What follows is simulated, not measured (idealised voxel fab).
process module | voxel self aligned vias
cross-section cut | 265 nm wide | cells 5 nm
A cross-section is a grid of square cells, given in bands from the top down. A band is one or more rows of cells.
Each band's line starts with the height of the band's top and of its bottom, in nm. Then come its materials from left to right, each with its width in nm. One material with "throughout" fills the band from edge to edge. "air" is empty space.
Height 0 is the level under which the wafer as received is all one material. The lowest band goes on downwards, as in "0 down".
A width such as "30 to 40" changes by the same amount from each row of cells to the next, from the band's top row to its bottom row.
"no change" after a step means that no cell of the cross-section changed.
closed voids: empty space of 8 cells or more with no open way to the top, each as width x height at its distance from the left edge, in nm
after a step's settings: what the simulator itself notes on the step
overlay nm, on a step with a mask: how far to the right of its planned place the mask lay; to the left if negative
plan
1 op RECEIVE | material Si
2 op CONFORMAL_DEP | material SiO2 | thk nm 15
3 op CONFORMAL_DEP | material SiCN | thk nm 5
4 op DIRECTIONAL_DEP | material lowk | thk nm 30
5 op MASKED_ETCH | tone open | mask id LINES | width nm 25 | pitch nm 75 | etch materials lowk | depth nm 30 | overlay nm 0
6 op CONFORMAL_DEP | material TiN | thk nm 5
7 op FILL_DEP | material Ru | thk nm 10
8 op CMP | height nm 50
9 op SELECTIVE_ETCH | etch materials W Ru TiN | depth nm 5
10 op FILL_DEP | material SiN | thk nm 10
11 op CMP | height nm 50
12 op DIRECTIONAL_DEP | material lowk | thk nm 20
13 op PATTERN | tone open | mask id VIAS | material resist | width nm 45 | thk nm 20 | overlay nm 0
14 op DIRECTIONAL_ETCH | etch materials lowk | depth nm 20
15 op DIRECTIONAL_ETCH | etch materials SiN | depth nm 5
16 op STRIP | etch materials resist
17 op CONFORMAL_DEP | material TiN | thk nm 5
18 op FILL_DEP | material W | thk nm 10
19 op CMP | height nm 70
20 op CONFORMAL_DEP | material SiN | thk nm 5
as received, after step 1
  0 down: Si throughout
  closed voids: none
first wafer at the end, as planned
  75 to 70: SiN throughout
  70 to 55: lowk 70 | TiN 5 | W 35 | TiN 5 | lowk 150
  55 to 50: lowk 70 | TiN 15 | W 15 | TiN 15 | lowk 150
  50 to 45: lowk 80 | TiN 25 | lowk 50 | SiN 25 | lowk 85
  45 to 25: lowk 80 | TiN 5 | Ru 15 | TiN 5 | lowk 50 | TiN 5 | Ru 15 | TiN 5 | lowk 85
  25 to 20: lowk 80 | TiN 25 | lowk 50 | TiN 25 | lowk 85
  20 to 15: SiCN throughout
  15 to 0: SiO2 throughout
  0 down: Si throughout
  closed voids: none
second wafer at the end: like start, like plan, one mistake
  75 to 70: SiN throughout
  70 to 50: lowk 70 | TiN 5 | W 35 | TiN 5 | lowk 150
  50 to 45: lowk 70 | TiN 45 | lowk 40 | SiN 25 | lowk 85
  45 to 30: lowk 70 | TiN 15 | Ru 15 | TiN 15 | lowk 40 | TiN 5 | Ru 15 | TiN 5 | lowk 85
  30 to 25: lowk 80 | TiN 5 | Ru 15 | TiN 5 | lowk 50 | TiN 5 | Ru 15 | TiN 5 | lowk 85
  25 to 20: lowk 80 | TiN 25 | lowk 50 | TiN 25 | lowk 85
  20 to 15: SiCN throughout
  15 to 0: SiO2 throughout
  0 down: Si throughout
  closed voids: none
what went wrong: step 14 was run twice
at the end the second wafer has, in cells: 12 more of TiN | 4 more of W | 16 fewer of lowk
